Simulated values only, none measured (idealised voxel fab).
process module | voxel double patterning
cross-section cut | 195 nm wide | cells 5 nm
A cross-section is a grid of square cells, given in bands from the top down. A band is one or more rows of cells.
Each band's line starts with the height of the band's top and of its bottom, in nm. Then come its materials from left to right, each with its width in nm. One material with "throughout" fills the band from edge to edge. "air" is empty space.
Height 0 is the level under which the wafer as received is all one material. The lowest band goes on downwards, as in "0 down".
A width such as "30 to 40" changes by the same amount from each row of cells to the next, from the band's top row to its bottom row.
"no change" after a step means that no cell of the cross-section changed.
closed voids: empty space of 8 cells or more with no open way to the top, each as width x height at its distance from the left edge, in nm
after a step's settings: what the simulator itself notes on the step
overlay nm, on a step with a mask: how far to the right of its planned place the mask lay; to the left if negative
plan
1 op RECEIVE | material Si
2 op CONFORMAL_DEP | material SiO2 | thk nm 5
3 op DIRECTIONAL_DEP | material polySi | thk nm 10
4 op DIRECTIONAL_DEP | material SiCN | thk nm 10
5 op MASKED_ETCH | tone open | mask id FIRST | width nm 15 | pitch nm 50 | etch materials SiCN | depth nm 10 | overlay nm 0
6 op PATTERN | tone open | mask id SECOND | material resist | width nm 15 | thk nm 15 | overlay nm 0
7 op DIRECTIONAL_ETCH | etch materials SiCN | depth nm 10
8 op STRIP | etch materials resist
9 op DIRECTIONAL_ETCH | etch materials polySi | depth nm 10
10 op STRIP | etch materials SiCN
varied across the wafers: width nm of step 6. The plan shows the first wafer's value. All wafers start alike
first wafer as received, after step 1
  0 down: Si throughout
  closed voids: none
each wafer at the end: cells of each material gained (+) or lost (-) since it was received, then its closed voids
width nm 15 | +39 SiO2 | +60 polySi | closed voids: none
width nm 20 | +39 SiO2 | +58 polySi | closed voids: none
width nm 25 | +39 SiO2 | +56 polySi | closed voids: none
width nm 30 | +39 SiO2 | +54 polySi | closed voids: none
